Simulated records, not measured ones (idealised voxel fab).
voxel lift off: a process module
Shown is cross-section cut, with a width of 170 nm and square cells of size 5 nm.
How to read a cross-section here: the picture is a grid of square cells, written as bands going from the top down, and any band can span one or more rows of cells.
First you get the band's top height and its bottom height, in nm, and then the materials it's made of, left to right, with each width in nm. If you see a single material with "everywhere", that one covers the band edge to edge. "blank" is empty space.
Below 0: as-received wafer, all one material; heights counted from there. Lowest band: no bottom, goes on down, written "0 nm and below".
When a width is written as two numbers, as in "30 to 40", the first number is the width in the top row of cells of the band and the second is the width in its bottom row, and the width changes by the same amount from each row to the next.
"no change occurred", as given for a step, is the statement that not any cell of the cross-section underwent a change during that step.
Basically, "Enclosed internal cavities" tells you about the enclosed voids: empty spaces with no open way to the top, 8 cells or bigger, each written width x height at distance, where distance is from the left edge, all in nm.
On a step's line, text after the settings is the simulator commenting on that step.
"overlay nm" answers the question of how far to the right of plan the mask lay on a step that has a mask, and when it is negative the answer is to the left.
Intended process steps
1) RECEIVE,material Si
2) CONFORMAL_DEP,material SiO2,thk nm 5
3) PATTERN,tone open,mask id LINES,material resist,width nm 30,pitch nm 60,thk nm 25,overlay nm -15
4) DIRECTIONAL_DEP,material Ru,thk nm 15
5) STRIP,etch materials resist
6) CONFORMAL_DEP,material SiCN,thk nm 5
The wafers are alike at the start. At step 3, their overlay nm differs. The plan lists the first wafer's value.
This is how the first of several wafers looked in cross-section when it arrived, which is after step 1
    0 nm and below = Si everywhere
    Enclosed internal cavities: none
Heads up, this table goes wafer by wafer. A row tells you, at the end of the module, how many cells of each material that wafer has put on (+) or dropped (-) since it was received, and then its closed voids
overlay nm -15; +36 Ru; +46 SiCN; +34 SiO2; Enclosed internal cavities: none
overlay nm -10; +36 Ru; +46 SiCN; +34 SiO2; Enclosed internal cavities: none
overlay nm -5; +36 Ru; +46 SiCN; +34 SiO2; Enclosed internal cavities: none
overlay nm 0; +36 Ru; +46 SiCN; +34 SiO2; Enclosed internal cavities: none
overlay nm 5; +36 Ru; +46 SiCN; +34 SiO2; Enclosed internal cavities: none
overlay nm 10; +36 Ru; +46 SiCN; +34 SiO2; Enclosed internal cavities: none
overlay nm 15; +36 Ru; +46 SiCN; +34 SiO2; Enclosed internal cavities: none
